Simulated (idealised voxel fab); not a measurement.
This is a process module. Its name is voxel local oxidation.
Cross-section cut: width 250 nm, square cells of 5 nm.
Notation: cross-section as square-cell grid; stated in bands, top first, going down; one or more cell rows per band. The entry gives the band's vertical extent as a top height and a bottom height in nm, then its horizontal make-up as materials from left to right, each with a width in nm. "air" stands for empty space; a single material marked "edge to edge" fills the band edge to edge. Measure heights from 0. That's the level where, below it, the as-received wafer is all one material. The lowest band is bottomless and extends downward; write it as in "0..down". Width: "30 to 40" (first number = top row, second number = bottom row, same change from row to row of cells). The cross-section has no changed cell in any step marked "nothing was modified". Entry "Trapped void list". Content: empty spaces with no open connection to the top, size 8 cells or greater. Each: width x height at distance. Distance: from left edge. Unit: nm. Where a step's line continues beyond its settings, the continuation is a remark by the simulator itself on that step. Regarding "overlay nm": on a step with a mask, it is the distance the mask lay to the right of its planned place; a negative value places it to the left.
## This section lists the process steps that were planned
1) RECEIVE: material Si
2) OXIDIZE: depth nm 5
3) CONFORMAL_DEP: material SiN, thk nm 10
4) PATTERN: tone cover, mask id ACTIVE, material resist, width nm 120, thk nm 15, overlay nm 0
5) DIRECTIONAL_ETCH: etch materials SiN, depth nm 10
6) STRIP: etch materials resist
7) SELECTIVE_ETCH: etch materials SiO2, depth nm 5
8) OXIDIZE: depth nm 15
9) STRIP: etch materials SiN
Among the wafers covered here, the point of difference is the depth nm at step 7; their starting state is shared, and the plan presents the value of the first wafer.
## The first of several wafers, as received after step 1, seen in section
  0..down = Si edge to edge
  Trapped void list: none
## End of module: cross-section of the first of several wafers after step 9, the last step
  0..-5 = air 70 nm / SiO2 110 nm / air 70 nm
  -5..-20 = SiO2 85 nm / Si 80 nm / SiO2 85 nm
  -20..down = Si edge to edge
  Trapped void list: none
## The module's end: a cross-section of the last wafer
  0..-5 = air 85 nm / SiO2 80 nm / air 85 nm
  -5..-20 = SiO2 100 nm / Si 50 nm / SiO2 100 nm
  -20..down = Si edge to edge
  Trapped void list: none
## Rows = wafers. At module end, each row lists per material the cells gained (+) or lost (-) since the wafer was received, then the closed voids
depth nm 5; -152 Si; +124 SiO2; Trapped void list: none
depth nm 10; -158 Si; +128 SiO2; Trapped void list: none
depth nm 15; -164 Si; +132 SiO2; Trapped void list: none
depth nm 20; -170 Si; +136 SiO2; Trapped void list: none
